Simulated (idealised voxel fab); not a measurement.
process module | voxel plated lines
cross-section cut | 210 nm wide | cells 5 nm
A cross-section is a grid of square cells, given in bands from the top down. A band is one or more rows of cells.
Each band's line starts with the height of the band's top and of its bottom, in nm. Then come its materials from left to right, each with its width in nm. One material with "throughout" fills the band from edge to edge. "air" is empty space.
Height 0 is the level under which the wafer as received is all one material. The lowest band goes on downwards, as in "0 down".
A width such as "30 to 40" changes by the same amount from each row of cells to the next, from the band's top row to its bottom row.
"no change" after a step means that no cell of the cross-section changed.
closed voids: empty space of 8 cells or more with no open way to the top, each as width x height at its distance from the left edge, in nm
after a step's settings: what the simulator itself notes on the step
overlay nm, on a step with a mask: how far to the right of its planned place the mask lay; to the left if negative
plan
1 op RECEIVE | material Si
2 op CONFORMAL_DEP | material Al2O3 | thk nm 10
3 op DIRECTIONAL_DEP | material TiN | thk nm 5
4 op PATTERN | tone open | mask id LINES | material resist | width nm 25 | pitch nm 40 | thk nm 40 | overlay nm 0
5 op EPI | material Ru | thk nm 10
6 op EPI | material Ru | thk nm 10
7 op EPI | material Ru | thk nm 10
8 op STRIP | etch materials resist
9 op DIRECTIONAL_ETCH | etch materials TiN | depth nm 5
10 op CONFORMAL_DEP | material SiN | thk nm 10
as received, after step 1
  0 down: Si throughout
  closed voids: none
a wafer at the end: this start, this plan, one mistake
  60 to 50: air 60 | SiN 85 | air 65
  50 to 25: air 60 | SiN 10 | Ru 25 | SiN 15 | Ru 25 | SiN 10 | air 65
  25 to 20: SiN 70 | Ru 25 | SiN 15 | Ru 25 | SiN 75
  20 to 15: SiN 70 | TiN 25 | SiN 15 | TiN 25 | SiN 75
  15 to 0: Al2O3 throughout
  0 down: Si throughout
  closed voids: none
what went wrong: step 2 ran as: op CONFORMAL_DEP | material Al2O3 | thk nm 15
